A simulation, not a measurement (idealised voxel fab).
process module | voxel capacitor over wiring
cross-section cut | 220 nm wide | cells 5 nm
A cross-section is a grid of square cells, given in bands from the top down. A band is one or more rows of cells.
Each band's line starts with the height of the band's top and of its bottom, in nm. Then come its materials from left to right, each with its width in nm. One material with "throughout" fills the band from edge to edge. "air" is empty space.
Height 0 is the level under which the wafer as received is all one material. The lowest band goes on downwards, as in "0 down".
A width such as "30 to 40" changes by the same amount from each row of cells to the next, from the band's top row to its bottom row.
"no change" after a step means that no cell of the cross-section changed.
closed voids: empty space of 8 cells or more with no open way to the top, each as width x height at its distance from the left edge, in nm
after a step's settings: what the simulator itself notes on the step
overlay nm, on a step with a mask: how far to the right of its planned place the mask lay; to the left if negative
plan
1 op RECEIVE | material Si
2 op CONFORMAL_DEP | material SiO2 | thk nm 10
3 op CONFORMAL_DEP | material SiCN | thk nm 5
4 op DIRECTIONAL_DEP | material lowk | thk nm 15
5 op PATTERN | tone open | mask id METAL_1 | material resist | width nm 30 | pitch nm 85 | thk nm 15 | overlay nm 0
6 op DIRECTIONAL_ETCH | etch materials lowk | depth nm 15
7 op DIRECTIONAL_ETCH | etch materials SiCN | depth nm 5
8 op STRIP | etch materials resist
9 op CONFORMAL_DEP | material TiN | thk nm 5
10 op FILL_DEP | material W | thk nm 10
11 op CMP | height nm 30
12 op CONFORMAL_DEP | material SiCN | thk nm 5
13 op DIRECTIONAL_DEP | material lowk | thk nm 10
14 op DIRECTIONAL_DEP | material aC | thk nm 15
15 op PATTERN | tone open | mask id PLUG_1 | material resist | width nm 15 | thk nm 30 | overlay nm 0
16 op DIRECTIONAL_ETCH | etch materials aC | depth nm 15
17 op STRIP | etch materials resist
18 op DIRECTIONAL_ETCH | etch materials lowk | depth nm 10
19 op DIRECTIONAL_ETCH | etch materials SiCN | depth nm 5
20 op STRIP | etch materials aC
21 op EPI | material Ru | thk nm 10
22 op EPI | material Ru | thk nm 5
23 op DIRECTIONAL_DEP | material TiN | thk nm 5
24 op DIRECTIONAL_DEP | material Al2O3 | thk nm 5
25 op DIRECTIONAL_DEP | material TiN | thk nm 5
26 op PATTERN | tone cover | mask id UPPER_PLATE | material resist | width nm 60 | thk nm 20 | overlay nm 0
27 op DIRECTIONAL_ETCH | etch materials TiN | depth nm 5
28 op DIRECTIONAL_ETCH | etch materials Al2O3 | depth nm 5
29 op STRIP | etch materials resist
30 op DIRECTIONAL_DEP | material aC | thk nm 15
31 op PATTERN | tone cover | mask id LOWER_PLATE | material resist | width nm 70 | thk nm 30 | overlay nm 0
32 op DIRECTIONAL_ETCH | etch materials aC | depth nm 15
33 op STRIP | etch materials resist
34 op DIRECTIONAL_ETCH | etch materials TiN | depth nm 5
35 op STRIP | etch materials aC
36 op FILL_DEP | material SiO2 | thk nm 20
37 op CMP | height nm 75
38 op PATTERN | tone open | mask id PLUG_2 | material resist | width nm 15 | thk nm 15 | overlay nm 0
39 op DIRECTIONAL_ETCH | etch materials SiO2 | depth nm 15
40 op STRIP | etch materials resist
41 op CONFORMAL_DEP | material TiN | thk nm 5
42 op FILL_DEP | material Cu | thk nm 10
43 op CMP | height nm 75
44 op CONFORMAL_DEP | material SiN | thk nm 5
as received, after step 1
  0 down: Si throughout
  closed voids: none
first wafer at the end, as planned
  80 to 75: SiN throughout
  75 to 65: SiO2 75 | TiN 5 | Cu 5 | TiN 5 | SiO2 130
  65 to 55: SiO2 75 to 65 | TiN 15 to 60 | SiO2 130 to 95
  55 to 50: SiO2 65 | Al2O3 60 | SiO2 95
  50 to 45: SiO2 60 | TiN 70 | SiO2 90
  45 to 35: lowk 65 | Ru 15 | lowk 140
  35 to 30: SiCN 65 | Ru 15 | SiCN 140
  30 to 15: lowk 50 | TiN 5 | W 20 | TiN 5 | lowk 55 | TiN 5 | W 20 | TiN 5 | lowk 55
  15 to 10: SiCN 50 | TiN 30 | SiCN 55 | TiN 30 | SiCN 55
  10 to 0: SiO2 throughout
  0 down: Si throughout
  closed voids: none
second wafer at the end: like start, like plan, one mistake
  80 to 75: SiN throughout
  75 to 65: SiO2 75 | TiN 5 | Cu 5 | TiN 5 | SiO2 130
  65 to 55: SiO2 75 to 80 | TiN 15 to 45 | SiO2 130 to 95
  55 to 50: SiO2 80 | Al2O3 45 | SiO2 95
  50 to 45: SiO2 60 | TiN 5 | SiO2 15 | TiN 50 | SiO2 90
  45 to 40: lowk 65 | TiN 15 | lowk 140
  40 to 35: lowk 65 | Al2O3 15 | lowk 140
  35 to 30: SiCN 65 | TiN 15 | SiCN 140
  30 to 15: W 45 | TiN 5 | lowk 30 | TiN 5 | W 45 | TiN 5 | lowk 30 | TiN 5 | W 50
  15 to 10: TiN 50 | SiCN 30 | TiN 55 | SiCN 30 | TiN 55
  10 to 0: SiO2 throughout
  0 down: Si throughout
  closed voids: none
what went wrong: step 5 ran as: op PATTERN | tone cover | mask id METAL_1 | material resist | width nm 30 | pitch nm 85 | thk nm 15 | overlay nm 0
at the end the second wafer has, in cells: 9 fewer of Ru | 20 fewer of SiCN | 9 more of SiO2 | 20 more of TiN | 60 more of W | 60 fewer of lowk
